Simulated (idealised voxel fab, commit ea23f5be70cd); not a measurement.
process module | voxel local oxidation
cross-section cut | 250 nm wide | cells 5 nm
A cross-section is a grid of square cells, given in bands from the top down. A band is one or more rows of cells.
Each band's line starts with the height of the band's top and of its bottom, in nm. Then come its materials from left to right, each with its width in nm. One material with "throughout" fills the band from edge to edge. "air" is empty space.
Height 0 is the level under which the wafer as received is all one material. The lowest band goes on downwards, as in "0 down".
A width such as "30 to 40" changes by the same amount from each row of cells to the next, from the band's top row to its bottom row.
"no change" after a step means that no cell of the cross-section changed.
closed voids: empty space of 8 cells or more with no open way to the top, each as width x height at its distance from the left edge, in nm
after a step's settings: what the simulator itself notes on the step
overlay nm, on a step with a mask: how far to the right of its planned place the mask lay; to the left if negative
plan
1 op RECEIVE | material Si
2 op CONFORMAL_DEP | material SiO2 | thk nm 5
3 op CONFORMAL_DEP | material SiN | thk nm 15
4 op PATTERN | tone cover | mask id ACTIVE | material resist | width nm 130 | thk nm 15 | overlay nm 0
5 op DIRECTIONAL_ETCH | etch materials SiN | depth nm 15
6 op STRIP | etch materials resist
7 op SELECTIVE_ETCH | etch materials SiO2 | depth nm 5
8 op OXIDIZE | depth nm 15
9 op STRIP | etch materials SiN
first wafer, as planned
as received, after step 1
  0 down: Si throughout
  closed voids: none
after step 2
  5 to 0: SiO2 throughout
  below 0: unchanged
after step 3
  20 to 5: SiN throughout
  below 5: unchanged
after step 4
  35 to 20: air 60 | resist 130 | air 60
  below 20: unchanged
after step 5
  35 to 20: air 60 | resist 130 | air 60
  20 to 5: air 60 | SiN 130 | air 60
  below 5: unchanged
after step 6
  20 to 5: air 60 | SiN 130 | air 60
  below 5: unchanged
after step 7
  20 to 5: air 60 | SiN 130 | air 60
  5 to 0: air 65 | SiO2 120 | air 65
  below 0: unchanged
after step 8
  20 to 5: air 60 | SiN 130 | air 60
  5 to 0: air 65 | SiO2 120 | air 65
  0 to -15: SiO2 80 | Si 90 | SiO2 80
  below -15: unchanged
after step 9
  5 to 0: air 65 | SiO2 120 | air 65
  below 0: unchanged
second wafer: like start, like plan, one mistake. Through step 3 it matches the first wafer
when step 4 should have ended
  35 to 20: air 65 | resist 125 | air 60
  below 20: unchanged
when step 5 should have ended
  35 to 20: air 65 | resist 125 | air 60
  20 to 5: air 65 | SiN 125 | air 60
  below 5: unchanged
when step 6 should have ended
  20 to 5: air 65 | SiN 125 | air 60
  below 5: unchanged
when step 7 should have ended
  20 to 5: air 65 | SiN 125 | air 60
  5 to 0: air 70 | SiO2 115 | air 65
  below 0: unchanged
when step 8 should have ended
  20 to 5: air 65 | SiN 125 | air 60
  5 to 0: air 70 | SiO2 115 | air 65
  0 to -15: SiO2 85 | Si 85 | SiO2 80
  below -15: unchanged
when step 9 should have ended
  5 to 0: air 70 | SiO2 115 | air 65
  below 0: unchanged
what went wrong: step 4 ran as: op PATTERN | tone cover | mask id ACTIVE | material resist | width nm 125 | thk nm 15 | overlay nm 0
at the end the second wafer has, in cells: 3 fewer of Si | 2 more of SiO2
